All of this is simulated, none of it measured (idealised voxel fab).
The following is a process module called voxel ribs on slabs.
FYI the section here is cut, 235 nm wide, cells are 5 nm squares.
Cross-section spec: square-cell grid; bands listed top down; each band is one or more rows.
The entry gives the band's vertical extent as a top height and a bottom height in nm, then its horizontal make-up as materials from left to right, each with a width in nm. "empty" stands for empty space; a single material marked "edge to edge" fills the band edge to edge.
For the purposes of this specification, 0 denotes the height below which the wafer in its as-received condition is composed wholly of one material, and the lowermost band, lacking a lower limit, extends downward without end, as expressed in "0 down".
Think of "30->40" as a width that walks from the first number to the second as you go down the band, top row to bottom row, taking equal-sized steps from row to row.
Reading "no change occurred" for a step: not a cell of the cross-section changed in it.
In the "Enclosed void inventory" entry, you get each enclosed empty space of 8 cells or more, one with no open way to the top, written width x height at distance, distance from the left edge, in nm.
That trailing text on a step's line, after the settings, is the simulator's own remark on the step.
overlay nm: mask right of planned place by this much (step with mask). Neg. = left.
[List of planned process steps]
1. RECEIVE (material Si)
2. DIRECTIONAL_DEP (material SiO2; thk nm 30)
3. DIRECTIONAL_DEP (material SiN; thk nm 20)
4. PATTERN (tone cover; mask id RIB; material resist; width nm 20; thk nm 20; overlay nm 0)
5. DIRECTIONAL_ETCH (etch materials SiN; depth nm 10)
6. STRIP (etch materials resist)
7. PATTERN (tone cover; mask id SLAB; material resist; width nm 50; thk nm 20; overlay nm 0)
8. DIRECTIONAL_ETCH (etch materials SiN; depth nm 10)
9. STRIP (etch materials resist)
10. FILL_DEP (material SiO2; thk nm 15)
11. CMP (height nm 60)
12. DIRECTIONAL_DEP (material TiN; thk nm 10)
13. DIRECTIONAL_DEP (material aC; thk nm 10)
14. PATTERN (tone cover; mask id HEATER; material resist; width nm 30; thk nm 30; overlay nm -15)
15. DIRECTIONAL_ETCH (etch materials aC; depth nm 10)
16. STRIP (etch materials resist)
17. DIRECTIONAL_ETCH (etch materials TiN; depth nm 10)
18. STRIP (etch materials aC)
19. CONFORMAL_DEP (material SiN; thk nm 5)
Don't read the plan's overlay nm for step 14 as applying to every wafer: that's the first wafer's value, and the wafers differ in it, though they all start identical.
[Here's the first of the wafers in cross-section, just as we got it, i.e. after step 1]
0 down: Si edge to edge
Enclosed void inventory: none
[What follows is a table in which each wafer occupies a row; for the wafer as it stands at the close of the module, the row states, material by material, how many cells have been gained (+) or lost (-) since receipt, and then gives its closed voids]
overlay nm -15 | +79 SiN | +536 SiO2 | +12 TiN | Enclosed void inventory: none
overlay nm -10 | +79 SiN | +536 SiO2 | +12 TiN | Enclosed void inventory: none
overlay nm -5 | +79 SiN | +536 SiO2 | +12 TiN | Enclosed void inventory: none
overlay nm 0 | +79 SiN | +536 SiO2 | +12 TiN | Enclosed void inventory: none
overlay nm 5 | +79 SiN | +536 SiO2 | +12 TiN | Enclosed void inventory: none
overlay nm 10 | +79 SiN | +536 SiO2 | +12 TiN | Enclosed void inventory: none
overlay nm 15 | +79 SiN | +536 SiO2 | +12 TiN | Enclosed void inventory: none
